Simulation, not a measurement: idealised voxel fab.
process module | voxel self aligned contacts
cross-section cut | 300 nm wide | cells 5 nm
A cross-section is a grid of square cells, given in bands from the top down. A band is one or more rows of cells.
Each band's line starts with the height of the band's top and of its bottom, in nm. Then come its materials from left to right, each with its width in nm. One material with "throughout" fills the band from edge to edge. "air" is empty space.
Height 0 is the level under which the wafer as received is all one material. The lowest band goes on downwards, as in "0 down".
A width such as "30 to 40" changes by the same amount from each row of cells to the next, from the band's top row to its bottom row.
"no change" after a step means that no cell of the cross-section changed.
closed voids: empty space of 8 cells or more with no open way to the top, each as width x height at its distance from the left edge, in nm
after a step's settings: what the simulator itself notes on the step
overlay nm, on a step with a mask: how far to the right of its planned place the mask lay; to the left if negative
plan
1 op RECEIVE | material Si
2 op OXIDIZE | depth nm 5
3 op DIRECTIONAL_DEP | material polySi | thk nm 30
4 op DIRECTIONAL_DEP | material SiN | thk nm 20
5 op DIRECTIONAL_DEP | material aC | thk nm 10
6 op PATTERN | tone cover | mask id GATE | material resist | width nm 30 | pitch nm 65 | thk nm 30 | overlay nm 0
7 op DIRECTIONAL_ETCH | etch materials aC | depth nm 10
8 op STRIP | etch materials resist
9 op DIRECTIONAL_ETCH | etch materials SiN | depth nm 20
10 op DIRECTIONAL_ETCH | etch materials polySi | depth nm 30
11 op STRIP | etch materials aC
12 op CONFORMAL_DEP | material SiN | thk nm 5
13 op DIRECTIONAL_ETCH | etch materials SiN | depth nm 5
14 op FILL_DEP | material SiO2 | thk nm 10
15 op CMP | height nm 55
16 op MASKED_ETCH | tone open | mask id CONTACT | width nm 45 | pitch nm 65 | etch materials SiO2 | depth nm 60 | overlay nm 0
17 op CONFORMAL_DEP | material TiN | thk nm 5
18 op FILL_DEP | material Ru | thk nm 10
19 op CMP | height nm 55
20 op CONFORMAL_DEP | material SiN | thk nm 5
as received, after step 1
  0 down: Si throughout
  closed voids: none
first wafer at the end, as planned
  60 to 55: SiN throughout
  55 to 50: SiO2 95 | TiN 15 | Ru 15 | TiN 15 | SiO2 20 | TiN 15 | Ru 15 | TiN 15 | SiO2 95
  50 to 30: SiO2 65 | SiN 40 | TiN 5 | Ru 15 | TiN 5 | SiN 40 | TiN 5 | Ru 15 | TiN 5 | SiN 40 | SiO2 65
  30 to 0: SiO2 65 | SiN 5 | polySi 30 | SiN 5 | TiN 5 | Ru 15 | TiN 5 | SiN 5 | polySi 30 | SiN 5 | TiN 5 | Ru 15 | TiN 5 | SiN 5 | polySi 30 | SiN 5 | SiO2 65
  0 to -5: SiO2 105 | TiN 25 | SiO2 40 | TiN 25 | SiO2 105
  -5 down: Si throughout
  closed voids: none
second wafer at the end: like start, like plan, one mistake
  75 to 70: SiN throughout
  70 to 60: Ru throughout
  60 to 55: TiN 100 | Ru 35 | TiN 30 | Ru 35 | TiN 100
  55 to 50: SiO2 95 | TiN 15 | Ru 15 | TiN 15 | SiO2 20 | TiN 15 | Ru 15 | TiN 15 | SiO2 95
  50 to 30: SiO2 65 | SiN 40 | TiN 5 | Ru 15 | TiN 5 | SiN 40 | TiN 5 | Ru 15 | TiN 5 | SiN 40 | SiO2 65
  30 to 0: SiO2 65 | SiN 5 | polySi 30 | SiN 5 | TiN 5 | Ru 15 | TiN 5 | SiN 5 | polySi 30 | SiN 5 | TiN 5 | Ru 15 | TiN 5 | SiN 5 | polySi 30 | SiN 5 | SiO2 65
  0 to -5: SiO2 105 | TiN 25 | SiO2 40 | TiN 25 | SiO2 105
  -5 down: Si throughout
  closed voids: none
what went wrong: step 19 was left out
at the end the second wafer has, in cells: 134 more of Ru | 46 more of TiN
